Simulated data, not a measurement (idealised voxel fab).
voxel ribs on slabs: a process module
Cross-section cut spans 225 nm and uses square cells 5 nm in size.
Cross-section = grid of square cells, listed top down in bands; band = one or more rows. Basically the band line says how high the top is and how high the bottom is, in nm, and then what's in it from left to right, every material with its width in nm. Empty space shows up as "blank", and if a single material carries "throughout" it runs the full band edge to edge. Height datum 0, below which the as-received substrate wafer is one material. Lowest band open at the bottom, running downward: "0 -> down". Width "30 to 40": first value at the band's top row of cells, second value at its bottom row, equal change from row to row. "nothing altered" (step): cross-section cells unchanged, all of them. The entry titled "Closed cavities" provides the empty spaces that have no open way to the top, restricted to those of 8 cells or more. Each is presented as width x height at distance, the distance being measured from the left edge, with all three in nm. The remark found on a step's line after its settings is issued by the simulator itself and pertains to that step. The optional step-line setting "overlay nm" applies to steps with a mask and quantifies how far to the right of its planned location the mask lay, a negative value indicating leftward placement.

Planned process steps:
step 1: RECEIVE with material Si
step 2: DIRECTIONAL_DEP with material SiO2, thk nm 25
step 3: DIRECTIONAL_DEP with material SiN, thk nm 20
step 4: MASKED_ETCH with tone cover, mask id RIB, width nm 30, etch materials SiN, depth nm 10, overlay nm 0
step 5: PATTERN with tone cover, mask id SLAB, material resist, width nm 80, thk nm 20, overlay nm 0
step 6: DIRECTIONAL_ETCH with etch materials SiN, depth nm 10
step 7: STRIP with etch materials resist
step 8: FILL_DEP with material SiO2, thk nm 20
step 9: CMP with height nm 60
step 10: DIRECTIONAL_DEP with material W, thk nm 10
step 11: DIRECTIONAL_DEP with material aC, thk nm 15
step 12: PATTERN with tone cover, mask id HEATER, material resist, width nm 40, thk nm 30, overlay nm 0
step 13: DIRECTIONAL_ETCH with etch materials aC, depth nm 15
step 14: STRIP with etch materials resist
step 15: DIRECTIONAL_ETCH with etch materials W, depth nm 10
step 16: STRIP with etch materials aC
step 17: CONFORMAL_DEP with material SiN, thk nm 5

On the first of the two wafers: run conducted according to plan:

As-received wafer cross-section (after step 1):
0 -> down = Si throughout
Closed cavities: none

After step 2, in cross-section:
25 -> 0 = SiO2 throughout
Everything below 0 is unchanged.

After step 3, in cross-section:
45 -> 25 = SiN throughout
Everything below 25 is unchanged.

After step 4, in cross-section:
45 -> 35 = blank=95 | SiN=30 | blank=100
Everything below 35 is unchanged.

After step 5, in cross-section:
65 -> 45 = blank=70 | resist=80 | blank=75
45 -> 35 = blank=70 | resist=25 | SiN=30 | resist=25 | blank=75
Everything below 35 is unchanged.

After step 6, in cross-section:
65 -> 45 = blank=70 | resist=80 | blank=75
45 -> 35 = blank=70 | resist=25 | SiN=30 | resist=25 | blank=75
35 -> 25 = blank=70 | SiN=80 | blank=75
Everything below 25 is unchanged.

After step 7, in cross-section:
45 -> 35 = blank=95 | SiN=30 | blank=100
Everything below 35 is unchanged.

After step 8, in cross-section:
65 -> 45 = SiO2 throughout
45 -> 35 = SiO2=95 | SiN=30 | SiO2=100
35 -> 25 = SiO2=70 | SiN=80 | SiO2=75
Everything below 25 is unchanged.

After step 9, in cross-section:
60 -> 45 = SiO2 throughout
Everything below 45 is unchanged.

After step 10, in cross-section:
70 -> 60 = W throughout
Everything below 60 is unchanged.

After step 11, in cross-section:
85 -> 70 = aC throughout
Everything below 70 is unchanged.

After step 12, in cross-section:
115 -> 85 = blank=90 | resist=40 | blank=95
Everything below 85 is unchanged.

After step 13, in cross-section:
100 -> 85 = blank=90 | resist=40 | blank=95
85 -> 70 = blank=90 | aC=40 | blank=95
Everything below 70 is unchanged.

After step 14, in cross-section:
85 -> 70 = blank=90 | aC=40 | blank=95
Everything below 70 is unchanged.

After step 15, in cross-section:
85 -> 70 = blank=90 | aC=40 | blank=95
70 -> 60 = blank=90 | W=40 | blank=95
Everything below 60 is unchanged.

After step 16, in cross-section:
70 -> 60 = blank=90 | W=40 | blank=95
Everything below 60 is unchanged.

After step 17, in cross-section:
75 -> 70 = blank=85 | SiN=50 | blank=90
70 -> 65 = blank=85 | SiN=5 | W=40 | SiN=5 | blank=90
65 -> 60 = SiN=90 | W=40 | SiN=95
Everything below 60 is unchanged.

Second of two: same start, same plan, one run error; steps up to and including 2 match the first:

Cross-sectional view of the second wafer at the intended end time of process step 3:
65 -> 25 = SiN throughout
Everything below 25 is unchanged.

Cross-sectional view of the second wafer at the intended end time of process step 4:
65 -> 55 = blank=95 | SiN=30 | blank=100
Everything below 55 is unchanged.

Cross-sectional view of the second wafer at the intended end time of process step 5:
85 -> 65 = blank=70 | resist=80 | blank=75
65 -> 55 = blank=70 | resist=25 | SiN=30 | resist=25 | blank=75
Everything below 55 is unchanged.

Cross-sectional view of the second wafer at the intended end time of process step 6:
85 -> 65 = blank=70 | resist=80 | blank=75
65 -> 55 = blank=70 | resist=25 | SiN=30 | resist=25 | blank=75
55 -> 45 = blank=70 | SiN=80 | blank=75
Everything below 45 is unchanged.

Cross-sectional view of the second wafer at the intended end time of process step 7:
65 -> 55 = blank=95 | SiN=30 | blank=100
Everything below 55 is unchanged.

Cross-sectional view of the second wafer at the intended end time of process step 8:
85 -> 65 = SiO2 throughout
65 -> 55 = SiO2=95 | SiN=30 | SiO2=100
55 -> 45 = SiO2=70 | SiN=80 | SiO2=75
Everything below 45 is unchanged.

Cross-sectional view of the second wafer at the intended end time of process step 9:
60 -> 55 = SiO2=95 | SiN=30 | SiO2=100
Everything below 55 is unchanged.

Cross-sectional view of the second wafer at the intended end time of process step 10:
70 -> 60 = W throughout
Everything below 60 is unchanged.

Cross-sectional view of the second wafer at the intended end time of process step 11:
85 -> 70 = aC throughout
Everything below 70 is unchanged.

Cross-sectional view of the second wafer at the intended end time of process step 12:
115 -> 85 = blank=90 | resist=40 | blank=95
Everything below 85 is unchanged.

Cross-sectional view of the second wafer at the intended end time of process step 13:
100 -> 85 = blank=90 | resist=40 | blank=95
85 -> 70 = blank=90 | aC=40 | blank=95
Everything below 70 is unchanged.

Cross-sectional view of the second wafer at the intended end time of process step 14:
85 -> 70 = blank=90 | aC=40 | blank=95
Everything below 70 is unchanged.

Cross-sectional view of the second wafer at the intended end time of process step 15:
85 -> 70 = blank=90 | aC=40 | blank=95
70 -> 60 = blank=90 | W=40 | blank=95
Everything below 60 is unchanged.

Cross-sectional view of the second wafer at the intended end time of process step 16:
70 -> 60 = blank=90 | W=40 | blank=95
Everything below 60 is unchanged.

Cross-sectional view of the second wafer at the intended end time of process step 17:
75 -> 70 = blank=85 | SiN=50 | blank=90
70 -> 65 = blank=85 | SiN=5 | W=40 | SiN=5 | blank=90
65 -> 60 = SiN=90 | W=40 | SiN=95
Everything below 60 is unchanged.
In executing the process, a mistake was made relative to the plan: it should be noted that step 3 of the plan was executed twice
Heads up, by the end the second wafer has more or fewer cells of some materials compared to the first: 174 more of SiN; 174 fewer of SiO2
